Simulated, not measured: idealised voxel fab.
Title: Process Module voxel wiring stack
The width of the displayed cross-section, cut, is 165 nm; its cells are square, with a size of 5 nm.
Cross-section format: a grid of square cells, given as bands from top to bottom; each band is one or more rows of cells.
Basically the band line says how high the top is and how high the bottom is, in nm, and then what's in it from left to right, every material with its width in nm. Empty space shows up as "empty", and if a single material carries "throughout" it runs the full band edge to edge.
Height 0 is the level under which the wafer as received is all one material. The lowest band goes on downwards, as in "0..down".
A width such as "30..40" changes by the same amount from each row of cells to the next, from the band's top row to its bottom row.
It should be understood that the words "no alterations made", when stated for a given step, signify that the cross-section underwent no change in any of its cells during that step.
Heads up: "Unvented cavities" only lists the empty pockets with no open path to the top that are 8 cells or more, and it writes them as width x height at distance, distance from the left edge, in nm.
If you see something after the settings on a step's line, that's the simulator's own remark about that step.
The "overlay nm" setting may appear on a step's line; for a step that uses a mask, it gives how far to the right of its planned position the mask lay, and a negative value indicates the left.
Below you will find pairs of cross-sections. In each, one shows the wafer before one process step and the other after it, with the after view ending at the lowest band that changed. Under each pair is the step separating them, along with its settings. Do not assume the pairs form a chain: they can come from different runs of this module on the same starting wafer, and a pair continues from the pair above it only when its "Incoming structure" entry says so.
**Incoming structure**
	185..175  empty 20 nm, then W 35 nm, then empty 5 nm, then W 35 nm, then empty 5 nm, then W 35 nm, then empty 30 nm
	175..170  W throughout
	170..165  W 20 nm, then TiN 35 nm, then W 5 nm, then TiN 35 nm, then W 5 nm, then TiN 35 nm, then W 30 nm
	165..160  W 20 nm, then Ru 35 nm, then W 5 nm, then Ru 35 nm, then W 5 nm, then Ru 35 nm, then W 30 nm
	160..155  TiN 20 nm, then Ru 35 nm, then TiN 5 nm, then Ru 35 nm, then TiN 5 nm, then Ru 35 nm, then TiN 30 nm
	155..135  lowk 30 nm, then Ru 15 nm, then lowk 25 nm, then Ru 15 nm, then lowk 25 nm, then Ru 15 nm, then lowk 40 nm
	135..130  SiCN 30 nm, then Ru 15 nm, then SiCN 25 nm, then Ru 15 nm, then SiCN 25 nm, then Ru 15 nm, then SiCN 40 nm
	130..115  SiO2 25 nm, then SiN 5 nm, then Ru 20 nm, then SiN 5 nm, then SiO2 10 nm, then SiN 5 nm, then Ru 20 nm, then SiN 5 nm, then SiO2 10 nm, then SiN 5 nm, then Ru 20 nm, then SiN 5 nm, then SiO2 30 nm
	115..110  SiN 30 nm, then TiN 20 nm, then SiN 20 nm, then TiN 20 nm, then SiN 20 nm, then TiN 20 nm, then SiN 35 nm
	110..90  lowk 30 nm, then Ru 15 nm, then lowk 25 nm, then Ru 15 nm, then lowk 25 nm, then Ru 15 nm, then lowk 40 nm
	90..85  SiCN 30 nm, then Ru 15 nm, then SiCN 25 nm, then Ru 15 nm, then SiCN 25 nm, then Ru 15 nm, then SiCN 40 nm
	85..70  lowk 30 nm, then Ru 20 nm, then lowk 20 nm, then Ru 20 nm, then lowk 20 nm, then Ru 20 nm, then lowk 35 nm
	70..65  lowk 30 nm, then TiN 20 nm, then lowk 20 nm, then TiN 20 nm, then lowk 20 nm, then TiN 20 nm, then lowk 35 nm
	65..45  SiO2 30 nm, then TiN 5 nm, then Cu 5 nm, then TiN 5 nm, then SiO2 25 nm, then TiN 5 nm, then Cu 5 nm, then TiN 5 nm, then SiO2 25 nm, then TiN 5 nm, then Cu 5 nm, then TiN 5 nm, then SiO2 40 nm
	45..40  SiCN 30 nm, then TiN 15 nm, then SiCN 25 nm, then TiN 15 nm, then SiCN 25 nm, then TiN 15 nm, then SiCN 40 nm
	40..15  lowk 25 nm, then SiCN 5 nm, then W 20 nm, then SiCN 5 nm, then lowk 10 nm, then SiCN 5 nm, then W 20 nm, then SiCN 5 nm, then lowk 10 nm, then SiCN 5 nm, then W 20 nm, then SiCN 5 nm, then lowk 30 nm
	15..10  SiCN 30 nm, then TiN 20 nm, then SiCN 20 nm, then TiN 20 nm, then SiCN 20 nm, then TiN 20 nm, then SiCN 35 nm
	10..0  SiO2 throughout
	0..down  Si throughout
	Unvented cavities: none
**As Processed**
	185..170  empty 30 nm, then W 20 nm, then empty 20 nm, then W 20 nm, then empty 20 nm, then W 20 nm, then empty 35 nm
	170..165  empty 20 nm, then TiN 35 nm, then empty 5 nm, then TiN 35 nm, then empty 5 nm, then TiN 35 nm, then empty 30 nm
	165..160  empty 20 nm, then Ru 35 nm, then empty 5 nm, then Ru 35 nm, then empty 5 nm, then Ru 35 nm, then empty 30 nm
	Note: structure below 160 unchanged.
	Unvented cavities: none
Can you name the step between the two cross-sections above? It is MASKED_ETCH with tone cover, mask id METAL_4, width nm 20, pitch nm 40, etch materials W, depth nm 15, overlay nm 0
Incoming structure: it's just the after picture from the pair right above this one.
**As Processed**
	185..170  empty 30 nm, then W 20 nm, then empty 20 nm, then W 20 nm, then empty 20 nm, then W 20 nm, then empty 35 nm
	170..165  empty 30 nm, then TiN 20 nm, then empty 20 nm, then TiN 20 nm, then empty 20 nm, then TiN 20 nm, then empty 35 nm
	165..155  empty 20 nm, then Ru 35 nm, then empty 5 nm, then Ru 35 nm, then empty 5 nm, then Ru 35 nm, then empty 30 nm
	Note: structure below 155 unchanged.
	Unvented cavities: none
Can you name the step between the two cross-sections above? It is MASKED_ETCH with tone cover, mask id METAL_4, width nm 20, pitch nm 40, etch materials TiN, depth nm 5, overlay nm 0
Incoming structure: it's just the after picture from the pair right above this one.
**As Processed**
	195..185  SiO2 throughout
	185..170  SiO2 30 nm, then W 20 nm, then SiO2 20 nm, then W 20 nm, then SiO2 20 nm, then W 20 nm, then SiO2 35 nm
	170..165  SiO2 30 nm, then TiN 20 nm, then SiO2 20 nm, then TiN 20 nm, then SiO2 20 nm, then TiN 20 nm, then SiO2 35 nm
	165..155  SiO2 20 nm, then Ru 35 nm, then SiO2 5 nm, then Ru 35 nm, then SiO2 5 nm, then Ru 35 nm, then SiO2 30 nm
	Note: structure below 155 unchanged.
	Unvented cavities: none
Can you name the step between the two cross-sections above? It is FILL_DEP with material SiO2, thk nm 10
Incoming structure: it's just the after picture from the pair right above this one.
**As Processed**
	175..170  SiO2 30 nm, then W 20 nm, then SiO2 20 nm, then W 20 nm, then SiO2 20 nm, then W 20 nm, then SiO2 35 nm
	Note: structure below 170 unchanged.
	Unvented cavities: none
Can you name the step between the two cross-sections above? It is CMP with height nm 175
Incoming structure: it's just the after picture from the pair right above this one.
**As Processed**
	180..175  SiCN throughout
	Note: structure below 175 unchanged.
	Unvented cavities: none
Can you name the step between the two cross-sections above? It is CONFORMAL_DEP with material SiCN, thk nm 5
**Incoming structure**
	65..45  SiO2 30 nm, then TiN 5 nm, then Cu 5 nm, then TiN 5 nm, then SiO2 25 nm, then TiN 5 nm, then Cu 5 nm, then TiN 5 nm, then SiO2 25 nm, then TiN 5 nm, then Cu 5 nm, then TiN 5 nm, then SiO2 40 nm
	45..40  SiCN 30 nm, then TiN 15 nm, then SiCN 25 nm, then TiN 15 nm, then SiCN 25 nm, then TiN 15 nm, then SiCN 40 nm
	40..15  lowk 25 nm, then SiCN 5 nm, then W 20 nm, then SiCN 5 nm, then lowk 10 nm, then SiCN 5 nm, then W 20 nm, then SiCN 5 nm, then lowk 10 nm, then SiCN 5 nm, then W 20 nm, then SiCN 5 nm, then lowk 30 nm
	15..10  SiCN 30 nm, then TiN 20 nm, then SiCN 20 nm, then TiN 20 nm, then SiCN 20 nm, then TiN 20 nm, then SiCN 35 nm
	10..0  SiO2 throughout
	0..down  Si throughout
	Unvented cavities: none
**As Processed**
	80..65  Ru throughout
	Note: structure below 65 unchanged.
	Unvented cavities: none
Can you name the step between the two cross-sections above? It is DIRECTIONAL_DEP with material Ru, thk nm 15
Incoming structure: it's just the after picture from the pair right above this one.
**As Processed**
	85..80  TiN throughout
	Note: structure below 80 unchanged.
	Unvented cavities: none
Can you name the step between the two cross-sections above? It is DIRECTIONAL_DEP with material TiN, thk nm 5
Incoming structure: it's just the after picture from the pair right above this one.
**As Processed**
	105..85  empty 30 nm, then resist 20 nm, then empty 20 nm, then resist 20 nm, then empty 20 nm, then resist 20 nm, then empty 35 nm
	Note: structure below 85 unchanged.
	Unvented cavities: none
Can you name the step between the two cross-sections above? It is PATTERN with tone cover, mask id METAL_2, material resist, width nm 20, pitch nm 40, thk nm 20, overlay nm 0
Incoming structure: it's just the after picture from the pair right above this one.
**As Processed**
	105..85  empty 30 nm, then resist 20 nm, then empty 20 nm, then resist 20 nm, then empty 20 nm, then resist 20 nm, then empty 35 nm
	85..80  empty 30 nm, then TiN 20 nm, then empty 20 nm, then TiN 20 nm, then empty 20 nm, then TiN 20 nm, then empty 35 nm
	Note: structure below 80 unchanged.
	Unvented cavities: none
Can you name the step between the two cross-sections above? It is DIRECTIONAL_ETCH with etch materials TiN, depth nm 5
Incoming structure: it's just the after picture from the pair right above this one.
**As Processed**
	85..80  empty 30 nm, then TiN 20 nm, then empty 20 nm, then TiN 20 nm, then empty 20 nm, then TiN 20 nm, then empty 35 nm
	Note: structure below 80 unchanged.
	Unvented cavities: none
Can you name the step between the two cross-sections above? It is STRIP with etch materials resist
Incoming structure: it's just the after picture from the pair right above this one.
**As Processed**
	95..85  lowk throughout
	85..80  lowk 30 nm, then TiN 20 nm, then lowk 20 nm, then TiN 20 nm, then lowk 20 nm, then TiN 20 nm, then lowk 35 nm
	Note: structure below 80 unchanged.
	Unvented cavities: none
Can you name the step between the two cross-sections above? It is FILL_DEP with material lowk, thk nm 10
Incoming structure: it's just the after picture from the pair right above this one.
**As Processed**
	85..80  lowk 30 nm, then TiN 20 nm, then lowk 20 nm, then TiN 20 nm, then lowk 20 nm, then TiN 20 nm, then lowk 35 nm
	Note: structure below 80 unchanged.
	Unvented cavities: none
Can you name the step between the two cross-sections above? It is CMP with height nm 85
Incoming structure: it's just the after picture from the pair right above this one.
**As Processed**
	90..85  SiCN throughout
	Note: structure below 85 unchanged.
	Unvented cavities: none
Can you name the step between the two cross-sections above? It is CONFORMAL_DEP with material SiCN, thk nm 5
Incoming structure: it's just the after picture from the pair right above this one.
**As Processed**
	110..90  lowk throughout
	Note: structure below 90 unchanged.
	Unvented cavities: none
Can you name the step between the two cross-sections above? It is DIRECTIONAL_DEP with material lowk, thk nm 20
Incoming structure: it's just the after picture from the pair right above this one.
**As Processed**
	125..110  resist 30 nm, then empty 15 nm, then resist 25 nm, then empty 15 nm, then resist 25 nm, then empty 15 nm, then resist 40 nm
	Note: structure below 110 unchanged.
	Unvented cavities: none
Can you name the step between the two cross-sections above? It is PATTERN with tone open, mask id PLUG_2, material resist, width nm 15, pitch nm 40, thk nm 15, overlay nm 0
Incoming structure: it's just the after picture from the pair right above this one.
**As Processed**
	125..110  resist 30 nm, then empty 15 nm, then resist 25 nm, then empty 15 nm, then resist 25 nm, then empty 15 nm, then resist 40 nm
	110..90  lowk 30 nm, then empty 15 nm, then lowk 25 nm, then empty 15 nm, then lowk 25 nm, then empty 15 nm, then lowk 40 nm
	Note: structure below 90 unchanged.
	Unvented cavities: none
Can you name the step between the two cross-sections above? It is DIRECTIONAL_ETCH with etch materials lowk, depth nm 20
Incoming structure: it's just the after picture from the pair right above this one.
**As Processed**
	125..110  resist 30 nm, then empty 15 nm, then resist 25 nm, then empty 15 nm, then resist 25 nm, then empty 15 nm, then resist 40 nm
	110..90  lowk 30 nm, then empty 15 nm, then lowk 25 nm, then empty 15 nm, then lowk 25 nm, then empty 15 nm, then lowk 40 nm
	90..85  SiCN 30 nm, then empty 15 nm, then SiCN 25 nm, then empty 15 nm, then SiCN 25 nm, then empty 15 nm, then SiCN 40 nm
	Note: structure below 85 unchanged.
	Unvented cavities: none
Can you name the step between the two cross-sections above? It is DIRECTIONAL_ETCH with etch materials SiCN, depth nm 5
Incoming structure: it's just the after picture from the pair right above this one.
**As Processed**
	110..90  lowk 30 nm, then empty 15 nm, then lowk 25 nm, then empty 15 nm, then lowk 25 nm, then empty 15 nm, then lowk 40 nm
	Note: structure below 90 unchanged.
	Unvented cavities: none
Can you name the step between the two cross-sections above? It is STRIP with etch materials resist
Incoming structure: it's just the after picture from the pair right above this one.
**As Processed**
	110..95  lowk 30 nm, then empty 15 nm, then lowk 25 nm, then empty 15 nm, then lowk 25 nm, then empty 15 nm, then lowk 40 nm
	95..90  lowk 30 nm, then Ru 15 nm, then lowk 25 nm, then Ru 15 nm, then lowk 25 nm, then Ru 15 nm, then lowk 40 nm
	90..85  SiCN 30 nm, then Ru 15 nm, then SiCN 25 nm, then Ru 15 nm, then SiCN 25 nm, then Ru 15 nm, then SiCN 40 nm
	Note: structure below 85 unchanged.
	Unvented cavities: none
Can you name the step between the two cross-sections above? It is EPI with material Ru, thk nm 10
Incoming structure: it's just the after picture from the pair right above this one.
**As Processed**
	110..105  lowk 30 nm, then empty 15 nm, then lowk 25 nm, then empty 15 nm, then lowk 25 nm, then empty 15 nm, then lowk 40 nm
	105..90  lowk 30 nm, then Ru 15 nm, then lowk 25 nm, then Ru 15 nm, then lowk 25 nm, then Ru 15 nm, then lowk 40 nm
	Note: structure below 90 unchanged.
	Unvented cavities: none
Can you name the step between the two cross-sections above? It is EPI with material Ru, thk nm 10
Incoming structure: it's just the after picture from the pair right above this one.
**As Processed**
	110..90  lowk 30 nm, then Ru 15 nm, then lowk 25 nm, then Ru 15 nm, then lowk 25 nm, then Ru 15 nm, then lowk 40 nm
	Note: structure below 90 unchanged.
	Unvented cavities: none
Can you name the step between the two cross-sections above? It is EPI with material Ru, thk nm 5
Incoming structure: it's just the after picture from the pair right above this one.
**As Processed**
	115..110  TiN throughout
	Note: structure below 110 unchanged.
	Unvented cavities: none
Can you name the step between the two cross-sections above? It is DIRECTIONAL_DEP with material TiN, thk nm 5
Incoming structure: it's just the after picture from the pair right above this one.
**As Processed**
	130..115  Ru throughout
	Note: structure below 115 unchanged.
	Unvented cavities: none
Can you name the step between the two cross-sections above? It is DIRECTIONAL_DEP with material Ru, thk nm 15
Incoming structure: it's just the after picture from the pair right above this one.
**As Processed**
	140..130  aC throughout
	Note: structure below 130 unchanged.
	Unvented cavities: none
Can you name the step between the two cross-sections above? It is DIRECTIONAL_DEP with material aC, thk nm 10
Incoming structure: it's just the after picture from the pair right above this one.
**As Processed**
	165..140  empty 30 nm, then resist 20 nm, then empty 20 nm, then resist 20 nm, then empty 20 nm, then resist 20 nm, then empty 35 nm
	Note: structure below 140 unchanged.
	Unvented cavities: none
Can you name the step between the two cross-sections above? It is PATTERN with tone cover, mask id METAL_3, material resist, width nm 20, pitch nm 40, thk nm 25, overlay nm 0
Incoming structure: it's just the after picture from the pair right above this one.
**As Processed**
	155..140  empty 30 nm, then resist 20 nm, then empty 20 nm, then resist 20 nm, then empty 20 nm, then resist 20 nm, then empty 35 nm
	140..130  empty 30 nm, then aC 20 nm, then empty 20 nm, then aC 20 nm, then empty 20 nm, then aC 20 nm, then empty 35 nm
	Note: structure below 130 unchanged.
	Unvented cavities: none
Can you name the step between the two cross-sections above? It is DIRECTIONAL_ETCH with etch materials aC, depth nm 10
Incoming structure: it's just the after picture from the pair right above this one.
**As Processed**
	140..130  empty 30 nm, then aC 20 nm, then empty 20 nm, then aC 20 nm, then empty 20 nm, then aC 20 nm, then empty 35 nm
	Note: structure below 130 unchanged.
	Unvented cavities: none
Can you name the step between the two cross-sections above? It is STRIP with etch materials resist
Incoming structure: it's just the after picture from the pair right above this one.
**As Processed**
	140..130  empty 30 nm, then aC 20 nm, then empty 20 nm, then aC 20 nm, then empty 20 nm, then aC 20 nm, then empty 35 nm
	130..115  empty 30 nm, then Ru 20 nm, then empty 20 nm, then Ru 20 nm, then empty 20 nm, then Ru 20 nm, then empty 35 nm
	Note: structure below 115 unchanged.
	Unvented cavities: none
Can you name the step between the two cross-sections above? It is DIRECTIONAL_ETCH with etch materials Ru, depth nm 15
Incoming structure: it's just the after picture from the pair right above this one.
**As Processed**
	140..130  empty 30 nm, then aC 20 nm, then empty 20 nm, then aC 20 nm, then empty 20 nm, then aC 20 nm, then empty 35 nm
	130..115  empty 30 nm, then Ru 20 nm, then empty 20 nm, then Ru 20 nm, then empty 20 nm, then Ru 20 nm, then empty 35 nm
	115..110  empty 30 nm, then TiN 20 nm, then empty 20 nm, then TiN 20 nm, then empty 20 nm, then TiN 20 nm, then empty 35 nm
	Note: structure below 110 unchanged.
	Unvented cavities: none
Can you name the step between the two cross-sections above? It is DIRECTIONAL_ETCH with etch materials TiN, depth nm 5
Incoming structure: it's just the after picture from the pair right above this one.
**As Processed**
	130..115  empty 30 nm, then Ru 20 nm, then empty 20 nm, then Ru 20 nm, then empty 20 nm, then Ru 20 nm, then empty 35 nm
	Note: structure below 115 unchanged.
	Unvented cavities: none
Can you name the step between the two cross-sections above? It is STRIP with etch materials aC
Incoming structure: it's just the after picture from the pair right above this one.
**As Processed**
	135..130  empty 25 nm, then SiN 30 nm, then empty 10 nm, then SiN 30 nm, then empty 10 nm, then SiN 30 nm, then empty 30 nm
	130..115  empty 25 nm, then SiN 5 nm, then Ru 20 nm, then SiN 5 nm, then empty 10 nm, then SiN 5 nm, then Ru 20 nm, then SiN 5 nm, then empty 10 nm, then SiN 5 nm, then Ru 20 nm, then SiN 5 nm, then empty 30 nm
	115..110  SiN 30 nm, then TiN 20 nm, then SiN 20 nm, then TiN 20 nm, then SiN 20 nm, then TiN 20 nm, then SiN 35 nm
	Note: structure below 110 unchanged.
	Unvented cavities: none
Can you name the step between the two cross-sections above? It is CONFORMAL_DEP with material SiN, thk nm 5
Incoming structure: it's just the after picture from the pair right above this one.
**As Processed**
	145..135  SiO2 throughout
	135..130  SiO2 25 nm, then SiN 30 nm, then SiO2 10 nm, then SiN 30 nm, then SiO2 10 nm, then SiN 30 nm, then SiO2 30 nm
	130..115  SiO2 25 nm, then SiN 5 nm, then Ru 20 nm, then SiN 5 nm, then SiO2 10 nm, then SiN 5 nm, then Ru 20 nm, then SiN 5 nm, then SiO2 10 nm, then SiN 5 nm, then Ru 20 nm, then SiN 5 nm, then SiO2 30 nm
	Note: structure below 115 unchanged.
	Unvented cavities: none
Can you name the step between the two cross-sections above? It is FILL_DEP with material SiO2, thk nm 10
Incoming structure: it's just the after picture from the pair right above this one.
**As Processed**
	130..115  SiO2 25 nm, then SiN 5 nm, then Ru 20 nm, then SiN 5 nm, then SiO2 10 nm, then SiN 5 nm, then Ru 20 nm, then SiN 5 nm, then SiO2 10 nm, then SiN 5 nm, then Ru 20 nm, then SiN 5 nm, then SiO2 30 nm
	Note: structure below 115 unchanged.
	Unvented cavities: none
Can you name the step between the two cross-sections above? It is CMP with height nm 130
Incoming structure: it's just the after picture from the pair right above this one.
**As Processed**
	135..130  SiCN throughout
	Note: structure below 130 unchanged.
	Unvented cavities: none
Can you name the step between the two cross-sections above? It is CONFORMAL_DEP with material SiCN, thk nm 5
Incoming structure: it's just the after picture from the pair right above this one.
**As Processed**
	155..135  lowk throughout
	Note: structure below 135 unchanged.
	Unvented cavities: none
Can you name the step between the two cross-sections above? It is DIRECTIONAL_DEP with material lowk, thk nm 20
Incoming structure: it's just the after picture from the pair right above this one.
**As Processed**
	155..135  lowk 30 nm, then empty 15 nm, then lowk 25 nm, then empty 15 nm, then lowk 25 nm, then empty 15 nm, then lowk 40 nm
	Note: structure below 135 unchanged.
	Unvented cavities: none
Can you name the step between the two cross-sections above? It is MASKED_ETCH with tone open, mask id PLUG_3, width nm 15, pitch nm 40, etch materials lowk, depth nm 20, overlay nm 0
Incoming structure: it's just the after picture from the pair right above this one.
**As Processed**
	155..135  lowk 30 nm, then empty 15 nm, then lowk 25 nm, then empty 15 nm, then lowk 25 nm, then empty 15 nm, then lowk 40 nm
	135..130  SiCN 30 nm, then empty 15 nm, then SiCN 25 nm, then empty 15 nm, then SiCN 25 nm, then empty 15 nm, then SiCN 40 nm
	Note: structure below 130 unchanged.
	Unvented cavities: none
Can you name the step between the two cross-sections above? It is MASKED_ETCH with tone open, mask id PLUG_3, width nm 15, pitch nm 40, etch materials SiCN, depth nm 5, overlay nm 0
Incoming structure: it's just the after picture from the pair right above this one.
**As Processed**
	155..140  lowk 30 nm, then empty 15 nm, then lowk 25 nm, then empty 15 nm, then lowk 25 nm, then empty 15 nm, then lowk 40 nm
	140..135  lowk 30 nm, then Ru 15 nm, then lowk 25 nm, then Ru 15 nm, then lowk 25 nm, then Ru 15 nm, then lowk 40 nm
	135..130  SiCN 30 nm, then Ru 15 nm, then SiCN 25 nm, then Ru 15 nm, then SiCN 25 nm, then Ru 15 nm, then SiCN 40 nm
	Note: structure below 130 unchanged.
	Unvented cavities: none
Can you name the step between the two cross-sections above? It is EPI with material Ru, thk nm 10
Incoming structure: it's just the after picture from the pair right above this one.
**As Processed**
	155..150  lowk 30 nm, then empty 15 nm, then lowk 25 nm, then empty 15 nm, then lowk 25 nm, then empty 15 nm, then lowk 40 nm
	150..135  lowk 30 nm, then Ru 15 nm, then lowk 25 nm, then Ru 15 nm, then lowk 25 nm, then Ru 15 nm, then lowk 40 nm
	Note: structure below 135 unchanged.
	Unvented cavities: none
Can you name the step between the two cross-sections above? It is EPI with material Ru, thk nm 10
Incoming structure: it's just the after picture from the pair right above this one.
**As Processed**
	155..135  lowk 30 nm, then Ru 15 nm, then lowk 25 nm, then Ru 15 nm, then lowk 25 nm, then Ru 15 nm, then lowk 40 nm
	Note: structure below 135 unchanged.
	Unvented cavities: none
Can you name the step between the two cross-sections above? It is EPI with material Ru, thk nm 5
Incoming structure: it's just the after picture from the pair right above this one.
**As Processed**
	160..155  TiN throughout
	Note: structure below 155 unchanged.
	Unvented cavities: none
Can you name the step between the two cross-sections above? It is DIRECTIONAL_DEP with material TiN, thk nm 5
Incoming structure: it's just the after picture from the pair right above this one.
**As Processed**
	175..160  W throughout
	Note: structure below 160 unchanged.
	Unvented cavities: none
Can you name the step between the two cross-sections above? It is DIRECTIONAL_DEP with material W, thk nm 15
Incoming structure: it's just the after picture from the pair right above this one.
**As Processed**
	175..160  empty 30 nm, then W 20 nm, then empty 20 nm, then W 20 nm, then empty 20 nm, then W 20 nm, then empty 35 nm
	Note: structure below 160 unchanged.
	Unvented cavities: none
Can you name the step between the two cross-sections above? It is MASKED_ETCH with tone cover, mask id METAL_4, width nm 20, pitch nm 40, etch materials W, depth nm 15, overlay nm 0
Incoming structure: it's just the after picture from the pair right above this one.
**As Processed**
	175..160  empty 30 nm, then W 20 nm, then empty 20 nm, then W 20 nm, then empty 20 nm, then W 20 nm, then empty 35 nm
	160..155  empty 30 nm, then TiN 20 nm, then empty 20 nm, then TiN 20 nm, then empty 20 nm, then TiN 20 nm, then empty 35 nm
	Note: structure below 155 unchanged.
	Unvented cavities: none
Can you name the step between the two cross-sections above? It is MASKED_ETCH with tone cover, mask id METAL_4, width nm 20, pitch nm 40, etch materials TiN, depth nm 5, overlay nm 0
Incoming structure: it's just the after picture from the pair right above this one.
**As Processed**
	185..175  SiO2 throughout
	175..160  SiO2 30 nm, then W 20 nm, then SiO2 20 nm, then W 20 nm, then SiO2 20 nm, then W 20 nm, then SiO2 35 nm
	160..155  SiO2 30 nm, then TiN 20 nm, then SiO2 20 nm, then TiN 20 nm, then SiO2 20 nm, then TiN 20 nm, then SiO2 35 nm
	Note: structure below 155 unchanged.
	Unvented cavities: none
Can you name the step between the two cross-sections above? It is FILL_DEP with material SiO2, thk nm 10
Incoming structure: it's just the after picture from the pair right above this one.
**As Processed**
	175..160  SiO2 30 nm, then W 20 nm, then SiO2 20 nm, then W 20 nm, then SiO2 20 nm, then W 20 nm, then SiO2 35 nm
	Note: structure below 160 unchanged.
	Unvented cavities: none
Can you name the step between the two cross-sections above? It is CMP with height nm 175
Incoming structure: it's just the after picture from the pair right above this one.
**As Processed**
	180..175  SiCN throughout
	Note: structure below 175 unchanged.
	Unvented cavities: none
Can you name the step between the two cross-sections above? It is CONFORMAL_DEP with material SiCN, thk nm 5
**Incoming structure**
	135..130  SiCN throughout
	130..115  SiO2 25 nm, then SiN 5 nm, then Ru 20 nm, then SiN 5 nm, then SiO2 10 nm, then SiN 5 nm, then Ru 20 nm, then SiN 5 nm, then SiO2 10 nm, then SiN 5 nm, then Ru 20 nm, then SiN 5 nm, then SiO2 30 nm
	115..110  SiN 30 nm, then TiN 20 nm, then SiN 20 nm, then TiN 20 nm, then SiN 20 nm, then TiN 20 nm, then SiN 35 nm
	110..90  lowk 30 nm, then Ru 15 nm, then lowk 25 nm, then Ru 15 nm, then lowk 25 nm, then Ru 15 nm, then lowk 40 nm
	90..85  SiCN 30 nm, then Ru 15 nm, then SiCN 25 nm, then Ru 15 nm, then SiCN 25 nm, then Ru 15 nm, then SiCN 40 nm
	85..70  lowk 30 nm, then Ru 20 nm, then lowk 20 nm, then Ru 20 nm, then lowk 20 nm, then Ru 20 nm, then lowk 35 nm
	70..65  lowk 30 nm, then TiN 20 nm, then lowk 20 nm, then TiN 20 nm, then lowk 20 nm, then TiN 20 nm, then lowk 35 nm
	65..45  SiO2 30 nm, then TiN 5 nm, then Cu 5 nm, then TiN 5 nm, then SiO2 25 nm, then TiN 5 nm, then Cu 5 nm, then TiN 5 nm, then SiO2 25 nm, then TiN 5 nm, then Cu 5 nm, then TiN 5 nm, then SiO2 40 nm
	45..40  SiCN 30 nm, then TiN 15 nm, then SiCN 25 nm, then TiN 15 nm, then SiCN 25 nm, then TiN 15 nm, then SiCN 40 nm
	40..15  lowk 25 nm, then SiCN 5 nm, then W 20 nm, then SiCN 5 nm, then lowk 10 nm, then SiCN 5 nm, then W 20 nm, then SiCN 5 nm, then lowk 10 nm, then SiCN 5 nm, then W 20 nm, then SiCN 5 nm, then lowk 30 nm
	15..10  SiCN 30 nm, then TiN 20 nm, then SiCN 20 nm, then TiN 20 nm, then SiCN 20 nm, then TiN 20 nm, then SiCN 35 nm
	10..0  SiO2 throughout
	0..down  Si throughout
	Unvented cavities: none
**As Processed**
	160..135  lowk throughout
	Note: structure below 135 unchanged.
	Unvented cavities: none
Can you name the step between the two cross-sections above? It is DIRECTIONAL_DEP with material lowk, thk nm 25
Incoming structure: it's just the after picture from the pair right above this one.
**As Processed**
	160..140  lowk 30 nm, then empty 15 nm, then lowk 25 nm, then empty 15 nm, then lowk 25 nm, then empty 15 nm, then lowk 40 nm
	Note: structure below 140 unchanged.
	Unvented cavities: none
Can you name the step between the two cross-sections above? It is MASKED_ETCH with tone open, mask id PLUG_3, width nm 15, pitch nm 40, etch materials lowk, depth nm 20, overlay nm 0
Incoming structure: it's just the after picture from the pair right above this one.
**As Processed**
	165..160  TiN 30 nm, then empty 15 nm, then TiN 25 nm, then empty 15 nm, then TiN 25 nm, then empty 15 nm, then TiN 40 nm
	160..145  lowk 30 nm, then empty 15 nm, then lowk 25 nm, then empty 15 nm, then lowk 25 nm, then empty 15 nm, then lowk 40 nm
	145..140  lowk 30 nm, then TiN 15 nm, then lowk 25 nm, then TiN 15 nm, then lowk 25 nm, then TiN 15 nm, then lowk 40 nm
	Note: structure below 140 unchanged.
	Unvented cavities: none
Can you name the step between the two cross-sections above? It is DIRECTIONAL_DEP with material TiN, thk nm 5
Incoming structure: it's just the after picture from the pair right above this one.
**As Processed**
	180..165  W 30 nm, then empty 15 nm, then W 25 nm, then empty 15 nm, then W 25 nm, then empty 15 nm, then W 40 nm
	165..160  TiN 30 nm, then empty 15 nm, then TiN 25 nm, then empty 15 nm, then TiN 25 nm, then empty 15 nm, then TiN 40 nm
	160..145  lowk 30 nm, then W 15 nm, then lowk 25 nm, then W 15 nm, then lowk 25 nm, then W 15 nm, then lowk 40 nm
	Note: structure below 145 unchanged.
	Unvented cavities: none
Can you name the step between the two cross-sections above? It is DIRECTIONAL_DEP with material W, thk nm 15
Incoming structure: it's just the after picture from the pair right above this one.
**As Processed**
	180..165  empty 45 nm, then W 5 nm, then empty 35 nm, then W 5 nm, then empty 35 nm, then W 5 nm, then empty 35 nm
	Note: structure below 165 unchanged.
	Unvented cavities: none
Can you name the step between the two cross-sections above? It is MASKED_ETCH with tone cover, mask id METAL_4, width nm 20, pitch nm 40, etch materials W, depth nm 15, overlay nm 0
Incoming structure: it's just the after picture from the pair right above this one.
**As Processed**
	180..165  empty 45 nm, then W 5 nm, then empty 35 nm, then W 5 nm, then empty 35 nm, then W 5 nm, then empty 35 nm
	165..160  empty 45 nm, then TiN 5 nm, then empty 35 nm, then TiN 5 nm, then empty 35 nm, then TiN 5 nm, then empty 35 nm
	Note: structure below 160 unchanged.
	Unvented cavities: none
Can you name the step between the two cross-sections above? It is MASKED_ETCH with tone cover, mask id METAL_4, width nm 20, pitch nm 40, etch materials TiN, depth nm 5, overlay nm 0
Incoming structure: it's just the after picture from the pair right above this one.
**As Processed**
	190..180  SiO2 throughout
	180..165  SiO2 45 nm, then W 5 nm, then SiO2 35 nm, then W 5 nm, then SiO2 35 nm, then W 5 nm, then SiO2 35 nm
	165..160  SiO2 45 nm, then TiN 5 nm, then SiO2 35 nm, then TiN 5 nm, then SiO2 35 nm, then TiN 5 nm, then SiO2 35 nm
	Note: structure below 160 unchanged.
	Unvented cavities: none
Can you name the step between the two cross-sections above? It is FILL_DEP with material SiO2, thk nm 10
Incoming structure: it's just the after picture from the pair right above this one.
**As Processed**
	175..165  SiO2 45 nm, then W 5 nm, then SiO2 35 nm, then W 5 nm, then SiO2 35 nm, then W 5 nm, then SiO2 35 nm
	Note: structure below 165 unchanged.
	Unvented cavities: none
Can you name the step between the two cross-sections above? It is CMP with height nm 175
Incoming structure: it's just the after picture from the pair right above this one.
**As Processed**
	180..175  SiCN throughout
	Note: structure below 175 unchanged.
	Unvented cavities: none
Can you name the step between the two cross-sections above? It is CONFORMAL_DEP with material SiCN, thk nm 5
